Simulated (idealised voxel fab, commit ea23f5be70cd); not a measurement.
Process module heading - voxel gate over fins
FYI the section here is cut, 250 nm wide, cells are 5 nm squares.
A cross-section in this document is a grid of square cells, and it is written down as bands, the top band listed before the ones below it; a band is made up of one or more rows of cells. Heads up on the band format: heights come first, top then bottom, in nm. After that it's the materials left to right, each with its width in nm. A single material flagged "edge to edge" fills the whole band edge to edge, and "blank" means there's empty space there. Height datum 0, below which the as-received substrate wafer is one material. Lowest band open at the bottom, running downward: "0 nm and below". Note: "30 to 40" means the width goes from the first number (top row of the band) to the second number (bottom row) in equal steps per row of cells. The designation "identical to before", where it is given for a processing step, indicates that no cell of the cross-section was altered in the course of that step. This entry, "Enclosed voids", enumerates those empty regions of no fewer than 8 cells that possess no open connection to the top. Each region is reported in the form width x height at distance, the distance being taken from the left edge, with all three quantities expressed in nm. Where a step's line continues beyond its settings, the continuation is a remark by the simulator itself on that step. overlay nm: on a step with a mask, how far right of its planned place the mask lay; negative means left.
## List of planned process steps
- 1: RECEIVE,material Si
- 2: CONFORMAL_DEP,material SiN,thk nm 10
- 3: DIRECTIONAL_DEP,material aC,thk nm 15
- 4: PATTERN,tone cover,mask id FINS,material resist,width nm 15,pitch nm 35,thk nm 30,overlay nm 0
- 5: DIRECTIONAL_ETCH,etch materials aC,depth nm 15
- 6: STRIP,etch materials resist
- 7: DIRECTIONAL_ETCH,etch materials SiN,depth nm 10
- 8: DIRECTIONAL_ETCH,etch materials Si,depth nm 40
- 9: STRIP,etch materials aC
- 10: FILL_DEP,material SiO2,thk nm 15
- 11: CMP,height nm 10
- 12: SELECTIVE_ETCH,etch materials SiO2,depth nm 25
- 13: STRIP,etch materials SiN
- 14: CONFORMAL_DEP,material HfO2,thk nm 5
- 15: CONFORMAL_DEP,material TiN,thk nm 5
- 16: CONFORMAL_DEP,material TiAl,thk nm 5
- 17: CONFORMAL_DEP,material TiN,thk nm 5
- 18: FILL_DEP,material W,thk nm 15
- 19: CMP,height nm 30
- 20: CONFORMAL_DEP,material SiN,thk nm 5
## Wafer cross-section on receipt, i.e. after step 1
* 0 nm and below | Si edge to edge
* Enclosed voids: none
## Starting structure and process plan are as shown above, but one mistake was made in running the module; the wafer cross-section at the end of the module follows
* 35 nm to 30 nm | SiN edge to edge
* 30 nm to 20 nm | W edge to edge
* 20 nm to 15 nm | 80 W, then 90 TiN, then 80 W
* 15 nm to 10 nm | 80 W, then 5 TiN, then 80 TiAl, then 5 TiN, then 80 W
* 10 nm to 5 nm | 80 W, then 5 TiN, then 5 TiAl, then 70 TiN, then 5 TiAl, then 5 TiN, then 80 W
* 5 nm to 0 nm | 85 TiN, then 5 TiAl, then 5 TiN, then 25 HfO2, then 10 TiN, then 25 HfO2, then 5 TiN, then 5 TiAl, then 85 TiN
* 0 nm to -5 nm | 90 TiAl, then 5 TiN, then 5 HfO2, then 15 Si, then 5 HfO2, then 10 TiN, then 5 HfO2, then 15 Si, then 5 HfO2, then 5 TiN, then 90 TiAl
* -5 nm to -10 nm | 95 TiN, then 5 HfO2, then 15 Si, then 5 HfO2, then 10 TiN, then 5 HfO2, then 15 Si, then 5 HfO2, then 95 TiN
* -10 nm to -15 nm | 100 HfO2, then 15 Si, then 20 HfO2, then 15 Si, then 100 HfO2
* -15 nm to -80 nm | 100 SiO2, then 15 Si, then 20 SiO2, then 15 Si, then 100 SiO2
* -80 nm and below | Si edge to edge
* Enclosed voids: none
Deviation from plan: yeah, plan step 8 got run twice
